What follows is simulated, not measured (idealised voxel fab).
process module | voxel self aligned vias
cross-section cut | 290 nm wide | cells 5 nm
A cross-section is a grid of square cells, given in bands from the top down. A band is one or more rows of cells.
Each band's line starts with the height of the band's top and of its bottom, in nm. Then come its materials from left to right, each with its width in nm. One material with "throughout" fills the band from edge to edge. "air" is empty space.
Height 0 is the level under which the wafer as received is all one material. The lowest band goes on downwards, as in "0 down".
A width such as "30 to 40" changes by the same amount from each row of cells to the next, from the band's top row to its bottom row.
"no change" after a step means that no cell of the cross-section changed.
closed voids: empty space of 8 cells or more with no open way to the top, each as width x height at its distance from the left edge, in nm
after a step's settings: what the simulator itself notes on the step
overlay nm, on a step with a mask: how far to the right of its planned place the mask lay; to the left if negative
plan
1 op RECEIVE | material Si
2 op CONFORMAL_DEP | material SiO2 | thk nm 5
3 op CONFORMAL_DEP | material SiCN | thk nm 5
4 op DIRECTIONAL_DEP | material lowk | thk nm 25
5 op MASKED_ETCH | tone open | mask id LINES | width nm 25 | pitch nm 65 | etch materials lowk | depth nm 25 | overlay nm 0
6 op CONFORMAL_DEP | material TiN | thk nm 5
7 op FILL_DEP | material Ru | thk nm 5
8 op CMP | height nm 40
9 op SELECTIVE_ETCH | etch materials W Ru TiN | depth nm 10
10 op FILL_DEP | material SiN | thk nm 10
11 op CMP | height nm 40
12 op DIRECTIONAL_DEP | material lowk | thk nm 20
13 op MASKED_ETCH | tone open | mask id VIAS | width nm 45 | etch materials lowk | depth nm 20 | overlay nm 0
14 op MASKED_ETCH | tone open | mask id VIAS | width nm 45 | etch materials SiN | depth nm 10 | overlay nm 0
15 op CONFORMAL_DEP | material TiN | thk nm 5
16 op FILL_DEP | material Ru | thk nm 10
17 op CMP | height nm 60
18 op CONFORMAL_DEP | material SiCN | thk nm 5
varied across the wafers: thk nm of step 2. The plan shows the first wafer's value. All wafers start alike
first wafer as received, after step 1
  0 down: Si throughout
  closed voids: none
each wafer at the end: cells of each material gained (+) or lost (-) since it was received, then its closed voids
thk nm 5 | +49 Ru | +116 SiCN | +54 SiN | +58 SiO2 | +41 TiN | +436 lowk | closed voids: none
thk nm 10 | +39 Ru | +116 SiCN | +10 SiN | +116 SiO2 | +37 TiN | +436 lowk | closed voids: none
thk nm 15 | +33 Ru | +116 SiCN | +10 SiN | +174 SiO2 | +33 TiN | +388 lowk | closed voids: none
thk nm 20 | +27 Ru | +116 SiCN | +10 SiN | +232 SiO2 | +29 TiN | +340 lowk | closed voids: none
thk nm 25 | +27 Ru | +116 SiCN | +10 SiN | +290 SiO2 | +19 TiN | +292 lowk | closed voids: none
